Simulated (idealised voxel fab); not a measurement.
Process module, titled voxel transistor to metal
Square cells of 5 nm make up the cross-section cut, whose width is 165 nm.
Cross-section = grid of square cells, listed top down in bands; band = one or more rows.
It is stipulated that each band's entry specify, in nanometres, the height of the top of the band and then that of its bottom, followed by the materials of the band in left-to-right sequence, each together with its width in nanometres. A single material marked by the word "everywhere" is understood to fill the band from edge to edge; the word "empty" is understood to denote empty space.
Heights are measured from 0, the level below which the as-received wafer is all one material; the lowest band has no bottom and continues downward, written as in "0 nm and below".
Think of "30..40" as a width that walks from the first number to the second as you go down the band, top row to bottom row, taking equal-sized steps from row to row.
For the purposes of this document, the phrase "no change" attached to a step denotes that no cell within the cross-section was modified by that step.
The label "Closed void roster" introduces a list of the empty spaces, 8 cells or larger, that have no open way up to the top; each entry in it reads width x height at distance, where the distance is taken from the left edge and all three are stated in nm.
Read whatever lies past the settings on a step's line as the simulator's own remark about the step.
On any step carrying a mask, the "overlay nm" setting, if present on the step's line, tells how far right of its planned place the mask lay; negative values point to the left.
Below is the list of planned process steps
1: op RECEIVE | material Si
2: op CONFORMAL_DEP | material SiO2 | thk nm 5
3: op CONFORMAL_DEP | material SiN | thk nm 10
4: op DIRECTIONAL_DEP | material aC | thk nm 15
5: op PATTERN | tone cover | mask id ACTIVE | material resist | width nm 105 | thk nm 30 | overlay nm 0
6: op DIRECTIONAL_ETCH | etch materials aC | depth nm 15
7: op STRIP | etch materials resist
8: op DIRECTIONAL_ETCH | etch materials SiN | depth nm 10
9: op DIRECTIONAL_ETCH | etch materials SiO2 | depth nm 5
10: op DIRECTIONAL_ETCH | etch materials Si | depth nm 35
11: op STRIP | etch materials aC
12: op FILL_DEP | material SiO2 | thk nm 10
13: op CMP | height nm 15
14: op SELECTIVE_ETCH | etch materials SiO2 | depth nm 5
15: op STRIP | etch materials SiN
16: op SELECTIVE_ETCH | etch materials SiO2 | depth nm 5
17: op OXIDIZE | depth nm 5
18: op DIRECTIONAL_DEP | material polySi | thk nm 30
19: op DIRECTIONAL_DEP | material SiCN | thk nm 10
20: op PATTERN | tone cover | mask id GATE | material resist | width nm 25 | thk nm 20 | overlay nm 0
21: op DIRECTIONAL_ETCH | etch materials SiCN | depth nm 20
22: op DIRECTIONAL_ETCH | etch materials polySi | depth nm 40
23: op STRIP | etch materials resist
24: op CONFORMAL_DEP | material SiN | thk nm 10
25: op DIRECTIONAL_ETCH | etch materials SiN | depth nm 10
26: op DIRECTIONAL_ETCH | etch materials SiO2 | depth nm 5
27: op DIRECTIONAL_ETCH | etch materials Si | depth nm 5
28: op EPI | material pSi | thk nm 5
29: op FILL_DEP | material SiO2 | thk nm 10
30: op CMP | height nm 40
31: op DIRECTIONAL_DEP | material SiO2 | thk nm 15
32: op PATTERN | tone open | mask id CONTACT | material resist | width nm 30 | pitch nm 65 | thk nm 20 | overlay nm 0
33: op DIRECTIONAL_ETCH | etch materials SiO2 | depth nm 60
34: op STRIP | etch materials resist
35: op CONFORMAL_DEP | material TiN | thk nm 5
36: op FILL_DEP | material Ru | thk nm 5
37: op CMP | height nm 55
38: op DIRECTIONAL_DEP | material TiN | thk nm 5
39: op DIRECTIONAL_DEP | material Ru | thk nm 20
40: op PATTERN | tone cover | mask id METAL_1 | material resist | width nm 15 | pitch nm 80 | thk nm 20 | overlay nm 0
41: op DIRECTIONAL_ETCH | etch materials Ru | depth nm 20
42: op DIRECTIONAL_ETCH | etch materials TiN | depth nm 5
43: op STRIP | etch materials resist
44: op CONFORMAL_DEP | material SiN | thk nm 5
45: op FILL_DEP | material lowk | thk nm 10
46: op CMP | height nm 80
47: op CONFORMAL_DEP | material SiN | thk nm 5
The first wafer of two, processed as planned
Shown in cross-section is the wafer as received, that is, as it stands after step 1
  0 nm and below = Si everywhere
  Closed void roster: none
You're looking at a cross-section of the wafer after step 2
  5 nm to 0 nm = SiO2 everywhere
  Note: structure below 0 unchanged.
You're looking at a cross-section of the wafer after step 3
  15 nm to 5 nm = SiN everywhere
  Note: structure below 5 unchanged.
You're looking at a cross-section of the wafer after step 4
  30 nm to 15 nm = aC everywhere
  Note: structure below 15 unchanged.
You're looking at a cross-section of the wafer after step 5
  60 nm to 30 nm = 30 empty, then 105 resist, then 30 empty
  Note: structure below 30 unchanged.
You're looking at a cross-section of the wafer after step 6
  45 nm to 30 nm = 30 empty, then 105 resist, then 30 empty
  30 nm to 15 nm = 30 empty, then 105 aC, then 30 empty
  Note: structure below 15 unchanged.
You're looking at a cross-section of the wafer after step 7
  30 nm to 15 nm = 30 empty, then 105 aC, then 30 empty
  Note: structure below 15 unchanged.
You're looking at a cross-section of the wafer after step 8
  30 nm to 15 nm = 30 empty, then 105 aC, then 30 empty
  15 nm to 5 nm = 30 empty, then 105 SiN, then 30 empty
  Note: structure below 5 unchanged.
You're looking at a cross-section of the wafer after step 9
  30 nm to 15 nm = 30 empty, then 105 aC, then 30 empty
  15 nm to 5 nm = 30 empty, then 105 SiN, then 30 empty
  5 nm to 0 nm = 30 empty, then 105 SiO2, then 30 empty
  Note: structure below 0 unchanged.
You're looking at a cross-section of the wafer after step 10
  30 nm to 15 nm = 30 empty, then 105 aC, then 30 empty
  15 nm to 5 nm = 30 empty, then 105 SiN, then 30 empty
  5 nm to 0 nm = 30 empty, then 105 SiO2, then 30 empty
  0 nm to -35 nm = 30 empty, then 105 Si, then 30 empty
  Note: structure below -35 unchanged.
You're looking at a cross-section of the wafer after step 11
  15 nm to 5 nm = 30 empty, then 105 SiN, then 30 empty
  Note: structure below 5 unchanged.
You're looking at a cross-section of the wafer after step 12
  25 nm to 15 nm = SiO2 everywhere
  15 nm to 5 nm = 30 SiO2, then 105 SiN, then 30 SiO2
  5 nm to 0 nm = SiO2 everywhere
  0 nm to -35 nm = 30 SiO2, then 105 Si, then 30 SiO2
  Note: structure below -35 unchanged.
You're looking at a cross-section of the wafer after step 13
  15 nm to 5 nm = 30 SiO2, then 105 SiN, then 30 SiO2
  Note: structure below 5 unchanged.
You're looking at a cross-section of the wafer after step 14
  15 nm to 10 nm = 30 empty, then 105 SiN, then 30 empty
  Note: structure below 10 unchanged.
You're looking at a cross-section of the wafer after step 15
  10 nm to 5 nm = 30 SiO2, then 105 empty, then 30 SiO2
  Note: structure below 5 unchanged.
You're looking at a cross-section of the wafer after step 16
  5 nm to 0 nm = 25 SiO2, then 115 empty, then 25 SiO2
  Note: structure below 0 unchanged.
You're looking at a cross-section of the wafer after step 17
  5 nm to 0 nm = 25 SiO2, then 115 empty, then 25 SiO2
  0 nm to -5 nm = SiO2 everywhere
  Note: structure below -5 unchanged.
You're looking at a cross-section of the wafer after step 18
  35 nm to 30 nm = 25 polySi, then 115 empty, then 25 polySi
  30 nm to 5 nm = polySi everywhere
  5 nm to 0 nm = 25 SiO2, then 115 polySi, then 25 SiO2
  Note: structure below 0 unchanged.
You're looking at a cross-section of the wafer after step 19
  45 nm to 40 nm = 25 SiCN, then 115 empty, then 25 SiCN
  40 nm to 35 nm = SiCN everywhere
  35 nm to 30 nm = 25 polySi, then 115 SiCN, then 25 polySi
  Note: structure below 30 unchanged.
You're looking at a cross-section of the wafer after step 20
  65 nm to 45 nm = 70 empty, then 25 resist, then 70 empty
  45 nm to 40 nm = 25 SiCN, then 45 empty, then 25 resist, then 45 empty, then 25 SiCN
  Note: structure below 40 unchanged.
You're looking at a cross-section of the wafer after step 21
  65 nm to 40 nm = 70 empty, then 25 resist, then 70 empty
  40 nm to 35 nm = 70 empty, then 25 SiCN, then 70 empty
  35 nm to 30 nm = 25 polySi, then 45 empty, then 25 SiCN, then 45 empty, then 25 polySi
  Note: structure below 30 unchanged.
You're looking at a cross-section of the wafer after step 22
  65 nm to 40 nm = 70 empty, then 25 resist, then 70 empty
  40 nm to 30 nm = 70 empty, then 25 SiCN, then 70 empty
  30 nm to 5 nm = 70 empty, then 25 polySi, then 70 empty
  5 nm to 0 nm = 25 SiO2, then 45 empty, then 25 polySi, then 45 empty, then 25 SiO2
  Note: structure below 0 unchanged.
You're looking at a cross-section of the wafer after step 23
  40 nm to 30 nm = 70 empty, then 25 SiCN, then 70 empty
  Note: structure below 30 unchanged.
You're looking at a cross-section of the wafer after step 24
  50 nm to 40 nm = 60 empty, then 45 SiN, then 60 empty
  40 nm to 30 nm = 60 empty, then 10 SiN, then 25 SiCN, then 10 SiN, then 60 empty
  30 nm to 15 nm = 60 empty, then 10 SiN, then 25 polySi, then 10 SiN, then 60 empty
  15 nm to 10 nm = 35 SiN, then 25 empty, then 10 SiN, then 25 polySi, then 10 SiN, then 25 empty, then 35 SiN
  10 nm to 5 nm = 70 SiN, then 25 polySi, then 70 SiN
  5 nm to 0 nm = 25 SiO2, then 45 SiN, then 25 polySi, then 45 SiN, then 25 SiO2
  Note: structure below 0 unchanged.
You're looking at a cross-section of the wafer after step 25
  40 nm to 30 nm = 60 empty, then 10 SiN, then 25 SiCN, then 10 SiN, then 60 empty
  30 nm to 5 nm = 60 empty, then 10 SiN, then 25 polySi, then 10 SiN, then 60 empty
  5 nm to 0 nm = 25 SiO2, then 10 SiN, then 25 empty, then 10 SiN, then 25 polySi, then 10 SiN, then 25 empty, then 10 SiN, then 25 SiO2
  Note: structure below 0 unchanged.
You're looking at a cross-section of the wafer after step 26
  40 nm to 30 nm = 60 empty, then 10 SiN, then 25 SiCN, then 10 SiN, then 60 empty
  30 nm to 5 nm = 60 empty, then 10 SiN, then 25 polySi, then 10 SiN, then 60 empty
  5 nm to 0 nm = 25 empty, then 10 SiN, then 25 empty, then 10 SiN, then 25 polySi, then 10 SiN, then 25 empty, then 10 SiN, then 25 empty
  0 nm to -5 nm = 35 SiO2, then 25 empty, then 45 SiO2, then 25 empty, then 35 SiO2
  Note: structure below -5 unchanged.
You're looking at a cross-section of the wafer after step 27
  40 nm to 30 nm = 60 empty, then 10 SiN, then 25 SiCN, then 10 SiN, then 60 empty
  30 nm to 5 nm = 60 empty, then 10 SiN, then 25 polySi, then 10 SiN, then 60 empty
  5 nm to 0 nm = 25 empty, then 10 SiN, then 25 empty, then 10 SiN, then 25 polySi, then 10 SiN, then 25 empty, then 10 SiN, then 25 empty
  0 nm to -5 nm = 35 SiO2, then 25 empty, then 45 SiO2, then 25 empty, then 35 SiO2
  -5 nm to -10 nm = 30 SiO2, then 5 Si, then 25 empty, then 45 Si, then 25 empty, then 5 Si, then 30 SiO2
  Note: structure below -10 unchanged.
You're looking at a cross-section of the wafer after step 28
  40 nm to 30 nm = 60 empty, then 10 SiN, then 25 SiCN, then 10 SiN, then 60 empty
  30 nm to 5 nm = 60 empty, then 10 SiN, then 25 polySi, then 10 SiN, then 60 empty
  5 nm to 0 nm = 25 empty, then 10 SiN, then 25 empty, then 10 SiN, then 25 polySi, then 10 SiN, then 25 empty, then 10 SiN, then 25 empty
  0 nm to -5 nm = 35 SiO2, then 5 pSi, then 15 empty, then 5 pSi, then 45 SiO2, then 5 pSi, then 15 empty, then 5 pSi, then 35 SiO2
  -5 nm to -10 nm = 30 SiO2, then 5 Si, then 25 pSi, then 45 Si, then 25 pSi, then 5 Si, then 30 SiO2
  Note: structure below -10 unchanged.
You're looking at a cross-section of the wafer after step 29
  50 nm to 40 nm = SiO2 everywhere
  40 nm to 30 nm = 60 SiO2, then 10 SiN, then 25 SiCN, then 10 SiN, then 60 SiO2
  30 nm to 5 nm = 60 SiO2, then 10 SiN, then 25 polySi, then 10 SiN, then 60 SiO2
  5 nm to 0 nm = 25 SiO2, then 10 SiN, then 25 SiO2, then 10 SiN, then 25 polySi, then 10 SiN, then 25 SiO2, then 10 SiN, then 25 SiO2
  0 nm to -5 nm = 35 SiO2, then 5 pSi, then 15 SiO2, then 5 pSi, then 45 SiO2, then 5 pSi, then 15 SiO2, then 5 pSi, then 35 SiO2
  Note: structure below -5 unchanged.
You're looking at a cross-section of the wafer after step 30
  40 nm to 30 nm = 60 SiO2, then 10 SiN, then 25 SiCN, then 10 SiN, then 60 SiO2
  Note: structure below 30 unchanged.
You're looking at a cross-section of the wafer after step 31
  55 nm to 40 nm = SiO2 everywhere
  Note: structure below 40 unchanged.
You're looking at a cross-section of the wafer after step 32
  75 nm to 55 nm = 35 resist, then 30 empty, then 35 resist, then 30 empty, then 35 resist
  Note: structure below 55 unchanged.
You're looking at a cross-section of the wafer after step 33
  75 nm to 55 nm = 35 resist, then 30 empty, then 35 resist, then 30 empty, then 35 resist
  55 nm to 40 nm = 35 SiO2, then 30 empty, then 35 SiO2, then 30 empty, then 35 SiO2
  40 nm to 30 nm = 35 SiO2, then 25 empty, then 10 SiN, then 25 SiCN, then 10 SiN, then 25 empty, then 35 SiO2
  30 nm to 5 nm = 35 SiO2, then 25 empty, then 10 SiN, then 25 polySi, then 10 SiN, then 25 empty, then 35 SiO2
  5 nm to 0 nm = 25 SiO2, then 10 SiN, then 25 empty, then 10 SiN, then 25 polySi, then 10 SiN, then 25 empty, then 10 SiN, then 25 SiO2
  0 nm to -5 nm = 35 SiO2, then 5 pSi, then 15 empty, then 5 pSi, then 45 SiO2, then 5 pSi, then 15 empty, then 5 pSi, then 35 SiO2
  Note: structure below -5 unchanged.
You're looking at a cross-section of the wafer after step 34
  55 nm to 40 nm = 35 SiO2, then 30 empty, then 35 SiO2, then 30 empty, then 35 SiO2
  Note: structure below 40 unchanged.
You're looking at a cross-section of the wafer after step 35
  60 nm to 55 nm = 40 TiN, then 20 empty, then 45 TiN, then 20 empty, then 40 TiN
  55 nm to 45 nm = 35 SiO2, then 5 TiN, then 20 empty, then 5 TiN, then 35 SiO2, then 5 TiN, then 20 empty, then 5 TiN, then 35 SiO2
  45 nm to 40 nm = 35 SiO2, then 5 TiN, then 15 empty, then 10 TiN, then 35 SiO2, then 10 TiN, then 15 empty, then 5 TiN, then 35 SiO2
  40 nm to 30 nm = 35 SiO2, then 5 TiN, then 15 empty, then 5 TiN, then 10 SiN, then 25 SiCN, then 10 SiN, then 5 TiN, then 15 empty, then 5 TiN, then 35 SiO2
  30 nm to 5 nm = 35 SiO2, then 5 TiN, then 15 empty, then 5 TiN, then 10 SiN, then 25 polySi, then 10 SiN, then 5 TiN, then 15 empty, then 5 TiN, then 35 SiO2
  5 nm to 0 nm = 25 SiO2, then 10 SiN, then 10 TiN, then 5 empty, then 10 TiN, then 10 SiN, then 25 polySi, then 10 SiN, then 10 TiN, then 5 empty, then 10 TiN, then 10 SiN, then 25 SiO2
  0 nm to -5 nm = 35 SiO2, then 5 pSi, then 15 TiN, then 5 pSi, then 45 SiO2, then 5 pSi, then 15 TiN, then 5 pSi, then 35 SiO2
  Note: structure below -5 unchanged.
You're looking at a cross-section of the wafer after step 36
  65 nm to 60 nm = Ru everywhere
  60 nm to 55 nm = 40 TiN, then 20 Ru, then 45 TiN, then 20 Ru, then 40 TiN
  55 nm to 45 nm = 35 SiO2, then 5 TiN, then 20 Ru, then 5 TiN, then 35 SiO2, then 5 TiN, then 20 Ru, then 5 TiN, then 35 SiO2
  45 nm to 40 nm = 35 SiO2, then 5 TiN, then 15 Ru, then 10 TiN, then 35 SiO2, then 10 TiN, then 15 Ru, then 5 TiN, then 35 SiO2
  40 nm to 30 nm = 35 SiO2, then 5 TiN, then 15 Ru, then 5 TiN, then 10 SiN, then 25 SiCN, then 10 SiN, then 5 TiN, then 15 Ru, then 5 TiN, then 35 SiO2
  30 nm to 5 nm = 35 SiO2, then 5 TiN, then 15 Ru, then 5 TiN, then 10 SiN, then 25 polySi, then 10 SiN, then 5 TiN, then 15 Ru, then 5 TiN, then 35 SiO2
  5 nm to 0 nm = 25 SiO2, then 10 SiN, then 10 TiN, then 5 Ru, then 10 TiN, then 10 SiN, then 25 polySi, then 10 SiN, then 10 TiN, then 5 Ru, then 10 TiN, then 10 SiN, then 25 SiO2
  Note: structure below 0 unchanged.
You're looking at a cross-section of the wafer after step 37
  55 nm to 45 nm = 35 SiO2, then 5 TiN, then 20 Ru, then 5 TiN, then 35 SiO2, then 5 TiN, then 20 Ru, then 5 TiN, then 35 SiO2
  Note: structure below 45 unchanged.
You're looking at a cross-section of the wafer after step 38
  60 nm to 55 nm = TiN everywhere
  Note: structure below 55 unchanged.
You're looking at a cross-section of the wafer after step 39
  80 nm to 60 nm = Ru everywhere
  Note: structure below 60 unchanged.
You're looking at a cross-section of the wafer after step 40
  100 nm to 80 nm = 35 empty, then 15 resist, then 65 empty, then 15 resist, then 35 empty
  Note: structure below 80 unchanged.
You're looking at a cross-section of the wafer after step 41
  100 nm to 80 nm = 35 empty, then 15 resist, then 65 empty, then 15 resist, then 35 empty
  80 nm to 60 nm = 35 empty, then 15 Ru, then 65 empty, then 15 Ru, then 35 empty
  Note: structure below 60 unchanged.
You're looking at a cross-section of the wafer after step 42
  100 nm to 80 nm = 35 empty, then 15 resist, then 65 empty, then 15 resist, then 35 empty
  80 nm to 60 nm = 35 empty, then 15 Ru, then 65 empty, then 15 Ru, then 35 empty
  60 nm to 55 nm = 35 empty, then 15 TiN, then 65 empty, then 15 TiN, then 35 empty
  Note: structure below 55 unchanged.
You're looking at a cross-section of the wafer after step 43
  80 nm to 60 nm = 35 empty, then 15 Ru, then 65 empty, then 15 Ru, then 35 empty
  Note: structure below 60 unchanged.
You're looking at a cross-section of the wafer after step 44
  85 nm to 80 nm = 30 empty, then 25 SiN, then 55 empty, then 25 SiN, then 30 empty
  80 nm to 60 nm = 30 empty, then 5 SiN, then 15 Ru, then 5 SiN, then 55 empty, then 5 SiN, then 15 Ru, then 5 SiN, then 30 empty
  60 nm to 55 nm = 35 SiN, then 15 TiN, then 65 SiN, then 15 TiN, then 35 SiN
  Note: structure below 55 unchanged.
You're looking at a cross-section of the wafer after step 45
  95 nm to 85 nm = lowk everywhere
  85 nm to 80 nm = 30 lowk, then 25 SiN, then 55 lowk, then 25 SiN, then 30 lowk
  80 nm to 60 nm = 30 lowk, then 5 SiN, then 15 Ru, then 5 SiN, then 55 lowk, then 5 SiN, then 15 Ru, then 5 SiN, then 30 lowk
  Note: structure below 60 unchanged.
You're looking at a cross-section of the wafer after step 46
  80 nm to 60 nm = 30 lowk, then 5 SiN, then 15 Ru, then 5 SiN, then 55 lowk, then 5 SiN, then 15 Ru, then 5 SiN, then 30 lowk
  Note: structure below 60 unchanged.
You're looking at a cross-section of the wafer after step 47
  85 nm to 80 nm = SiN everywhere
  Note: structure below 80 unchanged.
Okay, second wafer. Nothing different at the start, nothing different in the plan, just one mistake somewhere in the running. As far as step 31, counting that step, it's the first wafer all over again
At the planned end of step 32, the second wafer in cross-section
  75 nm to 55 nm = 35 resist, then 35 empty, then 30 resist, then 35 empty, then 30 resist
  Note: structure below 55 unchanged.
At the planned end of step 33, the second wafer in cross-section
  75 nm to 55 nm = 35 resist, then 35 empty, then 30 resist, then 35 empty, then 30 resist
  55 nm to 40 nm = 35 SiO2, then 35 empty, then 30 SiO2, then 35 empty, then 30 SiO2
  40 nm to 30 nm = 35 SiO2, then 25 empty, then 10 SiN, then 25 SiCN, then 10 SiN, then 30 empty, then 30 SiO2
  30 nm to 5 nm = 35 SiO2, then 25 empty, then 10 SiN, then 25 polySi, then 10 SiN, then 30 empty, then 30 SiO2
  5 nm to 0 nm = 25 SiO2, then 10 SiN, then 25 empty, then 10 SiN, then 25 polySi, then 10 SiN, then 25 empty, then 10 SiN, then 25 SiO2
  0 nm to -5 nm = 35 SiO2, then 5 pSi, then 15 empty, then 5 pSi, then 45 SiO2, then 5 pSi, then 15 empty, then 5 pSi, then 35 SiO2
  Note: structure below -5 unchanged.
At the planned end of step 34, the second wafer in cross-section
  55 nm to 40 nm = 35 SiO2, then 35 empty, then 30 SiO2, then 35 empty, then 30 SiO2
  Note: structure below 40 unchanged.
At the planned end of step 35, the second wafer in cross-section
  60 nm to 55 nm = 40 TiN, then 25 empty, then 40 TiN, then 25 empty, then 35 TiN
  55 nm to 45 nm = 35 SiO2, then 5 TiN, then 25 empty, then 5 TiN, then 30 SiO2, then 5 TiN, then 25 empty, then 5 TiN, then 30 SiO2
  45 nm to 40 nm = 35 SiO2, then 5 TiN, then 15 empty, then 15 TiN, then 30 SiO2, then 10 TiN, then 20 empty, then 5 TiN, then 30 SiO2
  40 nm to 30 nm = 35 SiO2, then 5 TiN, then 15 empty, then 5 TiN, then 10 SiN, then 25 SiCN, then 10 SiN, then 5 TiN, then 20 empty, then 5 TiN, then 30 SiO2
  30 nm to 10 nm = 35 SiO2, then 5 TiN, then 15 empty, then 5 TiN, then 10 SiN, then 25 polySi, then 10 SiN, then 5 TiN, then 20 empty, then 5 TiN, then 30 SiO2
  10 nm to 5 nm = 35 SiO2, then 5 TiN, then 15 empty, then 5 TiN, then 10 SiN, then 25 polySi, then 10 SiN, then 5 TiN, then 15 empty, then 10 TiN, then 30 SiO2
  5 nm to 0 nm = 25 SiO2, then 10 SiN, then 10 TiN, then 5 empty, then 10 TiN, then 10 SiN, then 25 polySi, then 10 SiN, then 10 TiN, then 5 empty, then 10 TiN, then 10 SiN, then 25 SiO2
  0 nm to -5 nm = 35 SiO2, then 5 pSi, then 15 TiN, then 5 pSi, then 45 SiO2, then 5 pSi, then 15 TiN, then 5 pSi, then 35 SiO2
  Note: structure below -5 unchanged.
At the planned end of step 36, the second wafer in cross-section
  65 nm to 60 nm = Ru everywhere
  60 nm to 55 nm = 40 TiN, then 25 Ru, then 40 TiN, then 25 Ru, then 35 TiN
  55 nm to 45 nm = 35 SiO2, then 5 TiN, then 25 Ru, then 5 TiN, then 30 SiO2, then 5 TiN, then 25 Ru, then 5 TiN, then 30 SiO2
  45 nm to 40 nm = 35 SiO2, then 5 TiN, then 15 Ru, then 15 TiN, then 30 SiO2, then 10 TiN, then 20 Ru, then 5 TiN, then 30 SiO2
  40 nm to 30 nm = 35 SiO2, then 5 TiN, then 15 Ru, then 5 TiN, then 10 SiN, then 25 SiCN, then 10 SiN, then 5 TiN, then 20 Ru, then 5 TiN, then 30 SiO2
  30 nm to 10 nm = 35 SiO2, then 5 TiN, then 15 Ru, then 5 TiN, then 10 SiN, then 25 polySi, then 10 SiN, then 5 TiN, then 20 Ru, then 5 TiN, then 30 SiO2
  10 nm to 5 nm = 35 SiO2, then 5 TiN, then 15 Ru, then 5 TiN, then 10 SiN, then 25 polySi, then 10 SiN, then 5 TiN, then 15 Ru, then 10 TiN, then 30 SiO2
  5 nm to 0 nm = 25 SiO2, then 10 SiN, then 10 TiN, then 5 Ru, then 10 TiN, then 10 SiN, then 25 polySi, then 10 SiN, then 10 TiN, then 5 Ru, then 10 TiN, then 10 SiN, then 25 SiO2
  Note: structure below 0 unchanged.
At the planned end of step 37, the second wafer in cross-section
  55 nm to 45 nm = 35 SiO2, then 5 TiN, then 25 Ru, then 5 TiN, then 30 SiO2, then 5 TiN, then 25 Ru, then 5 TiN, then 30 SiO2
  Note: structure below 45 unchanged.
At the planned end of step 38, the second wafer in cross-section
  60 nm to 55 nm = TiN everywhere
  Note: structure below 55 unchanged.
At the planned end of step 39, the second wafer in cross-section
  80 nm to 60 nm = Ru everywhere
  Note: structure below 60 unchanged.
At the planned end of step 40, the second wafer in cross-section
  100 nm to 80 nm = 35 empty, then 15 resist, then 65 empty, then 15 resist, then 35 empty
  Note: structure below 80 unchanged.
At the planned end of step 41, the second wafer in cross-section
  100 nm to 80 nm = 35 empty, then 15 resist, then 65 empty, then 15 resist, then 35 empty
  80 nm to 60 nm = 35 empty, then 15 Ru, then 65 empty, then 15 Ru, then 35 empty
  Note: structure below 60 unchanged.
At the planned end of step 42, the second wafer in cross-section
  100 nm to 80 nm = 35 empty, then 15 resist, then 65 empty, then 15 resist, then 35 empty
  80 nm to 60 nm = 35 empty, then 15 Ru, then 65 empty, then 15 Ru, then 35 empty
  60 nm to 55 nm = 35 empty, then 15 TiN, then 65 empty, then 15 TiN, then 35 empty
  Note: structure below 55 unchanged.
At the planned end of step 43, the second wafer in cross-section
  80 nm to 60 nm = 35 empty, then 15 Ru, then 65 empty, then 15 Ru, then 35 empty
  Note: structure below 60 unchanged.
At the planned end of step 44, the second wafer in cross-section
  85 nm to 80 nm = 30 empty, then 25 SiN, then 55 empty, then 25 SiN, then 30 empty
  80 nm to 60 nm = 30 empty, then 5 SiN, then 15 Ru, then 5 SiN, then 55 empty, then 5 SiN, then 15 Ru, then 5 SiN, then 30 empty
  60 nm to 55 nm = 35 SiN, then 15 TiN, then 65 SiN, then 15 TiN, then 35 SiN
  Note: structure below 55 unchanged.
At the planned end of step 45, the second wafer in cross-section
  95 nm to 85 nm = lowk everywhere
  85 nm to 80 nm = 30 lowk, then 25 SiN, then 55 lowk, then 25 SiN, then 30 lowk
  80 nm to 60 nm = 30 lowk, then 5 SiN, then 15 Ru, then 5 SiN, then 55 lowk, then 5 SiN, then 15 Ru, then 5 SiN, then 30 lowk
  Note: structure below 60 unchanged.
At the planned end of step 46, the second wafer in cross-section
  80 nm to 60 nm = 30 lowk, then 5 SiN, then 15 Ru, then 5 SiN, then 55 lowk, then 5 SiN, then 15 Ru, then 5 SiN, then 30 lowk
  Note: structure below 60 unchanged.
At the planned end of step 47, the second wafer in cross-section
  85 nm to 80 nm = SiN everywhere
  Note: structure below 80 unchanged.
Diagnosis: so step 32 ended up running with a different setting than we planned, it ran as op PATTERN | tone open | mask id CONTACT | material resist | width nm 35 | pitch nm 65 | thk nm 20 | overlay nm 0
Counted in cells at the end, the second wafer holds more or fewer of these materials than the first: 11 more of Ru | 13 fewer of SiO2 | 2 more of TiN
